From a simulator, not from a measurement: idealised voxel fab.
Process module, titled voxel quadruple lines
Cross-sectional view cut (width: 230 nm; square cell size: 5 nm).
Cross-section format: a grid of square cells, given as bands from top to bottom; each band is one or more rows of cells.
This entry defines a band. It first specifies the height of the band's top and the height of its bottom in nm, and then specifies the band's materials from left to right, stating each material with its width in nm. The word "all across" identifies a single material that fills the band from edge to edge, while the word "empty" identifies empty space.
Basically, 0 is our baseline, since under it the wafer straight out of the box is all one material. The bottom band has no lower end and keeps on going down, so it looks like "0 nm and below".
Per-row width for "30->40": begins at first number (top row of band), ends at second number (bottom row), increment between rows held constant.
The cross-section has no changed cell in any step marked "identical to before".
Entry "Closed void entries". Content: empty spaces with no open connection to the top, size 8 cells or greater. Each: width x height at distance. Distance: from left edge. Unit: nm.
Formally, on a step line, whatever follows the settings is a remark that the simulator itself makes on the step.
Among the settings permitted on a step's line is "overlay nm"; applied to a step with a mask, it specifies the extent to which the mask lay to the right of its planned position, whereas a negative figure signifies a position to the left.
List of planned process steps
1: RECEIVE [material Si]
2: CONFORMAL_DEP [material SiO2] [thk nm 10]
3: DIRECTIONAL_DEP [material Ru] [thk nm 10]
4: DIRECTIONAL_DEP [material polySi] [thk nm 20]
5: DIRECTIONAL_DEP [material aC] [thk nm 20]
6: PATTERN [tone cover] [mask id MANDREL] [material resist] [width nm 25] [pitch nm 100] [thk nm 30] [overlay nm 0]
7: DIRECTIONAL_ETCH [etch materials aC] [depth nm 20]
8: STRIP [etch materials resist]
9: CONFORMAL_DEP [material SiO2] [thk nm 15]
10: DIRECTIONAL_ETCH [etch materials SiO2] [depth nm 15]
11: STRIP [etch materials aC]
12: DIRECTIONAL_ETCH [etch materials polySi] [depth nm 20]
13: STRIP [etch materials SiO2]
14: CONFORMAL_DEP [material SiN] [thk nm 10]
15: DIRECTIONAL_ETCH [etch materials SiN] [depth nm 10]
16: STRIP [etch materials polySi]
17: DIRECTIONAL_ETCH [etch materials Ru] [depth nm 10]
18: STRIP [etch materials SiN]
The value of width nm given for step 6 in the plan refers to the first wafer; the wafers vary in this setting and are alike at the start.
First wafer as received, after step 1
	0 nm and below  Si all across
	Closed void entries: none
Last step of the module is step 18; after it, the first of several wafers in cross-section
	20 nm to 10 nm  25 of empty, 10 of Ru, 15 of empty, 10 of Ru, 5 of empty, 10 of Ru, 15 of empty, 10 of Ru, 25 of empty, 10 of Ru, 15 of empty, 10 of Ru, 5 of empty, 10 of Ru, 15 of empty, 10 of Ru, 30 of empty
	10 nm to 0 nm  SiO2 all across
	0 nm and below  Si all across
	Closed void entries: none
So this is the cross-section on the last wafer at the end of the module
	20 nm to 10 nm  15 of empty, 10 of Ru, 15 of empty, 10 of Ru, 30 of empty, 10 of Ru, 15 of empty, 20 of Ru, 15 of empty, 10 of Ru, 30 of empty, 10 of Ru, 15 of empty, 10 of Ru, 15 of empty
	10 nm to 0 nm  SiO2 all across
	0 nm and below  Si all across
	Closed void entries: none
So in this table every wafer gets its own row, and what you see is where it stands at the end of the module: for each material, how many cells it picked up (+) or gave up (-) since we received it, and after that its closed voids
width nm 25 | +32 Ru | +92 SiO2 | Closed void entries: none
width nm 30 | +32 Ru | +92 SiO2 | Closed void entries: none
width nm 35 | +32 Ru | +92 SiO2 | Closed void entries: none
width nm 40 | +32 Ru | +92 SiO2 | Closed void entries: none
width nm 45 | +32 Ru | +92 SiO2 | Closed void entries: none
width nm 50 | +32 Ru | +92 SiO2 | Closed void entries: none
